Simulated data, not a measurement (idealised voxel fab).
Presented below is a process module, voxel local oxidation.
Square cells of 5 nm make up the cross-section cut, whose width is 230 nm.
Bands, listed from the top down, are how a cross-section gets written in this document; the cross-section itself is a grid of square cells, and a band is one or more rows of them. Look at the band entry: it leads with the top's height and the bottom's height in nm. Then it lists the materials left to right, with a width in nm for each. The word "throughout" on a single material says that material fills the band edge to edge. The word "empty" is empty space. A quick word on heights: they are counted from 0, and under that level the wafer as it came to us is one material throughout. The lowest band is different from the rest in having no bottom; it simply continues downward, written as in "top 0, no bottom". The expression "30 to 40" gives the width at the extremes of the band, the first number at its top row of cells and the second at its bottom row, with the width changing by equal amounts from each row to the next in between. Any step labelled "nothing different" changed none of the cells in the cross-section. The label "Unvented cavities" introduces a list of the empty spaces, 8 cells or larger, that have no open way up to the top; each entry in it reads width x height at distance, where the distance is taken from the left edge and all three are stated in nm. If you see something after the settings on a step's line, that's the simulator's own remark about that step. If you see "overlay nm" on a step's line and that step has a mask, it's telling you how far right of where it was planned the mask ended up; a negative number means it went left instead.

Process steps - plan
1,RECEIVE [material Si]
2,CONFORMAL_DEP [material SiO2] [thk nm 5]
3,CONFORMAL_DEP [material SiN] [thk nm 15]
4,DIRECTIONAL_DEP [material aC] [thk nm 15]
5,PATTERN [tone cover] [mask id ACTIVE] [material resist] [width nm 120] [thk nm 30] [overlay nm 0]
6,DIRECTIONAL_ETCH [etch materials aC] [depth nm 15]
7,STRIP [etch materials resist]
8,DIRECTIONAL_ETCH [etch materials SiN] [depth nm 15]
9,STRIP [etch materials aC]
10,SELECTIVE_ETCH [etch materials SiO2] [depth nm 5]
11,OXIDIZE [depth nm 15]
12,STRIP [etch materials SiN]

So this is the incoming wafer in cross-section - it's already been through step 1
  top 0, no bottom = Si throughout
  Unvented cavities: none

The first of two wafers, cross-sectioned at the end of the module, with the run proceeding as planned
  top 5, bottom 0 = empty (60) / SiO2 (110) / empty (60)
  top 0, bottom -15 = SiO2 (75) / Si (80) / SiO2 (75)
  top -15, no bottom = Si throughout
  Unvented cavities: none

What the second wafer looks like in cross-section once the module is done. Its start and its plan matched the first wafer's exactly; what differed was one mistake in how it was run
  top 5, bottom 0 = empty (65) / SiO2 (110) / empty (55)
  top 0, bottom -15 = SiO2 (80) / Si (80) / SiO2 (70)
  top -15, no bottom = Si throughout
  Unvented cavities: none
Finding, execution versus plan: step 5 changed vs plan, executed as PATTERN [tone cover] [mask id ACTIVE] [material resist] [width nm 120] [thk nm 30] [overlay nm 5]
Same inventory, different map: at the end, the second wafer holds as many cells of each material as the first, placed elsewhere.
